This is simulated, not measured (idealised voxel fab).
Process module, titled voxel wiring stack
The width of the displayed cross-section, cut, is 195 nm; its cells are square, with a size of 5 nm.
This document writes a cross-section as a grid whose cells are square, and gives it as bands, listed from the top down; one or more rows of cells form a band. Within each band entry, the heights of the top and of the bottom of the band appear first, in that order and in nm; the materials of the band then follow from left to right, each with its corresponding width in nm. The designation "all across" on a single material indicates that it fills the band from edge to edge; the designation "empty" indicates empty space. Height reference: 0 = level under which incoming wafer is all one material. Lowest band: no bottom, runs on downward, e.g. "z 0 and below". With a width like "30 to 40", each row of cells in the band differs from the next by the same amount, the top row carrying the first number and the bottom row the second. When a step is marked "nothing different", none of the cells in the cross-section changed during that step. Empty spaces counting at least 8 cells and having no open way to the top are listed in "Closed-off voids". The notation width x height at distance is used for each, the distance being from the left edge and all three values in nm. Heads up: the bit after the settings on a step's line is the simulator's remark on that step. overlay nm: right-of-plan distance of the mask on a masked step; negative values mean left-of-plan.
## List of planned process steps
| 1 | RECEIVE with material Si |
| 2 | CONFORMAL_DEP with material SiO2, thk nm 10 |
| 3 | CONFORMAL_DEP with material SiCN, thk nm 5 |
| 4 | DIRECTIONAL_DEP with material lowk, thk nm 20 |
| 5 | MASKED_ETCH with tone open, mask id METAL_1, width nm 25, pitch nm 45, etch materials lowk, depth nm 20, overlay nm 0 |
| 6 | MASKED_ETCH with tone open, mask id METAL_1, width nm 25, pitch nm 45, etch materials SiCN, depth nm 5, overlay nm 0 |
| 7 | CONFORMAL_DEP with material TiN, thk nm 5 |
| 8 | FILL_DEP with material Ru, thk nm 5 |
| 9 | CMP with height nm 35 |
| 10 | CONFORMAL_DEP with material SiCN, thk nm 5 |
| 11 | DIRECTIONAL_DEP with material SiO2, thk nm 35 |
| 12 | MASKED_ETCH with tone open, mask id METAL_2_HOLES, width nm 15, pitch nm 45, etch materials SiO2, depth nm 35, overlay nm 0 |
| 13 | DIRECTIONAL_DEP with material aC, thk nm 15 |
| 14 | PATTERN with tone open, mask id METAL_2, material resist, width nm 25, pitch nm 45, thk nm 30, overlay nm 0 |
| 15 | DIRECTIONAL_ETCH with etch materials aC, depth nm 15 |
| 16 | STRIP with etch materials resist |
| 17 | DIRECTIONAL_ETCH with etch materials SiO2, depth nm 20 |
| 18 | DIRECTIONAL_ETCH with etch materials SiCN, depth nm 5 |
| 19 | STRIP with etch materials aC |
| 20 | CONFORMAL_DEP with material TiN, thk nm 5 |
| 21 | FILL_DEP with material Cu, thk nm 5 |
| 22 | CMP with height nm 75 |
| 23 | CONFORMAL_DEP with material SiCN, thk nm 5 |
| 24 | DIRECTIONAL_DEP with material SiO2, thk nm 10 |
| 25 | DIRECTIONAL_DEP with material aC, thk nm 10 |
| 26 | PATTERN with tone open, mask id PLUG_2, material resist, width nm 15, pitch nm 90, thk nm 25, overlay nm 0 |
| 27 | DIRECTIONAL_ETCH with etch materials aC, depth nm 10 |
| 28 | STRIP with etch materials resist |
| 29 | DIRECTIONAL_ETCH with etch materials SiO2, depth nm 10 |
| 30 | DIRECTIONAL_ETCH with etch materials SiCN, depth nm 5 |
| 31 | STRIP with etch materials aC |
| 32 | CONFORMAL_DEP with material TiN, thk nm 5 |
| 33 | FILL_DEP with material Cu, thk nm 5 |
| 34 | CMP with height nm 90 |
| 35 | DIRECTIONAL_DEP with material TiN, thk nm 5 |
| 36 | DIRECTIONAL_DEP with material W, thk nm 20 |
| 37 | MASKED_ETCH with tone cover, mask id METAL_3, width nm 25, pitch nm 45, etch materials W, depth nm 20, overlay nm 0 |
| 38 | MASKED_ETCH with tone cover, mask id METAL_3, width nm 25, pitch nm 45, etch materials TiN, depth nm 5, overlay nm 0 |
| 39 | CONFORMAL_DEP with material SiCN, thk nm 5 |
| 40 | FILL_DEP with material SiO2, thk nm 10 |
| 41 | CMP with height nm 115 |
| 42 | CONFORMAL_DEP with material SiN, thk nm 5 |
## Cross-section of the wafer at receipt, which is the condition after step 1
    z 0 and below = Si all across
    Closed-off voids: none
## Here's the cross-section of the first of our two wafers at the end of the module - it ran as planned
    z 120 to 115 = SiN all across
    z 115 to 95 = 35 nm SiO2 / 5 nm SiCN / 25 nm W / 5 nm SiCN / 10 nm SiO2 / 5 nm SiCN / 25 nm W / 5 nm SiCN / 10 nm SiO2 / 5 nm SiCN / 25 nm W / 5 nm SiCN / 35 nm SiO2
    z 95 to 90 = 40 nm SiCN / 25 nm TiN / 20 nm SiCN / 25 nm TiN / 20 nm SiCN / 25 nm TiN / 40 nm SiCN
    z 90 to 80 = 40 nm SiO2 / 5 nm TiN / 5 nm Cu / 5 nm TiN / 75 nm SiO2 / 5 nm TiN / 5 nm Cu / 5 nm TiN / 50 nm SiO2
    z 80 to 75 = 40 nm SiCN / 15 nm TiN / 75 nm SiCN / 15 nm TiN / 50 nm SiCN
    z 75 to 60 = 40 nm SiO2 / 5 nm TiN / 15 nm Cu / 5 nm TiN / 20 nm SiO2 / 5 nm TiN / 15 nm Cu / 5 nm TiN / 20 nm SiO2 / 5 nm TiN / 15 nm Cu / 5 nm TiN / 40 nm SiO2
    z 60 to 55 = 40 nm SiO2 / 5 nm TiN / 5 nm Cu / 15 nm TiN / 20 nm SiO2 / 5 nm TiN / 5 nm Cu / 15 nm TiN / 20 nm SiO2 / 5 nm TiN / 5 nm Cu / 15 nm TiN / 40 nm SiO2
    z 55 to 40 = 40 nm SiO2 / 5 nm TiN / 5 nm Cu / 5 nm TiN / 30 nm SiO2 / 5 nm TiN / 5 nm Cu / 5 nm TiN / 30 nm SiO2 / 5 nm TiN / 5 nm Cu / 5 nm TiN / 50 nm SiO2
    z 40 to 35 = 40 nm SiCN / 15 nm TiN / 30 nm SiCN / 15 nm TiN / 30 nm SiCN / 15 nm TiN / 50 nm SiCN
    z 35 to 15 = 40 nm lowk / 5 nm TiN / 15 nm Ru / 5 nm TiN / 20 nm lowk / 5 nm TiN / 15 nm Ru / 5 nm TiN / 20 nm lowk / 5 nm TiN / 15 nm Ru / 5 nm TiN / 40 nm lowk
    z 15 to 10 = 40 nm SiCN / 25 nm TiN / 20 nm SiCN / 25 nm TiN / 20 nm SiCN / 25 nm TiN / 40 nm SiCN
    z 10 to 0 = SiO2 all across
    z 0 and below = Si all across
    Closed-off voids: none
## Module end: cross-section of wafer two of two. Same start and process plan as the first wafer. One mistake during execution
    z 120 to 115 = SiN all across
    z 115 to 95 = 35 nm SiO2 / 5 nm SiCN / 25 nm W / 5 nm SiCN / 10 nm SiO2 / 5 nm SiCN / 25 nm W / 5 nm SiCN / 10 nm SiO2 / 5 nm SiCN / 25 nm W / 5 nm SiCN / 35 nm SiO2
    z 95 to 90 = 40 nm SiCN / 25 nm TiN / 20 nm SiCN / 25 nm TiN / 20 nm SiCN / 25 nm TiN / 40 nm SiCN
    z 90 to 80 = 40 nm SiO2 / 5 nm TiN / 5 nm Cu / 5 nm TiN / 75 nm SiO2 / 5 nm TiN / 5 nm Cu / 5 nm TiN / 50 nm SiO2
    z 80 to 75 = 40 nm SiCN / 15 nm TiN / 75 nm SiCN / 15 nm TiN / 50 nm SiCN
    z 75 to 60 = 40 nm SiO2 / 5 nm TiN / 15 nm Cu / 5 nm TiN / 20 nm SiO2 / 5 nm TiN / 15 nm Cu / 5 nm TiN / 20 nm SiO2 / 5 nm TiN / 15 nm Cu / 5 nm TiN / 40 nm SiO2
    z 60 to 55 = 40 nm SiO2 / 5 nm TiN / 5 nm Cu / 15 nm TiN / 20 nm SiO2 / 5 nm TiN / 5 nm Cu / 15 nm TiN / 20 nm SiO2 / 5 nm TiN / 5 nm Cu / 15 nm TiN / 40 nm SiO2
    z 55 to 40 = 40 nm SiO2 / 5 nm TiN / 5 nm Cu / 5 nm TiN / 30 nm SiO2 / 5 nm TiN / 5 nm Cu / 5 nm TiN / 30 nm SiO2 / 5 nm TiN / 5 nm Cu / 5 nm TiN / 50 nm SiO2
    z 40 to 35 = 40 nm SiCN / 15 nm TiN / 30 nm SiCN / 15 nm TiN / 30 nm SiCN / 15 nm TiN / 50 nm SiCN
    z 35 to 20 = 35 nm Ru / 5 nm TiN / 25 nm lowk / 5 nm TiN / 10 nm Ru / 5 nm TiN / 25 nm lowk / 5 nm TiN / 10 nm Ru / 5 nm TiN / 25 nm lowk / 5 nm TiN / 35 nm Ru
    z 20 to 15 = 40 nm TiN / 25 nm lowk / 20 nm TiN / 25 nm lowk / 20 nm TiN / 25 nm lowk / 40 nm TiN
    z 15 to 10 = SiCN all across
    z 10 to 0 = SiO2 all across
    z 0 and below = Si all across
    Closed-off voids: none
Plan not followed: step 5, actual vs plan mismatch, actual run MASKED_ETCH with tone cover, mask id METAL_1, width nm 25, pitch nm 45, etch materials lowk, depth nm 20, overlay nm 0
FYI, end of process, the second wafer has more or fewer cells of some materials than the first: +18 Ru | +15 SiCN | +3 TiN | -36 lowk
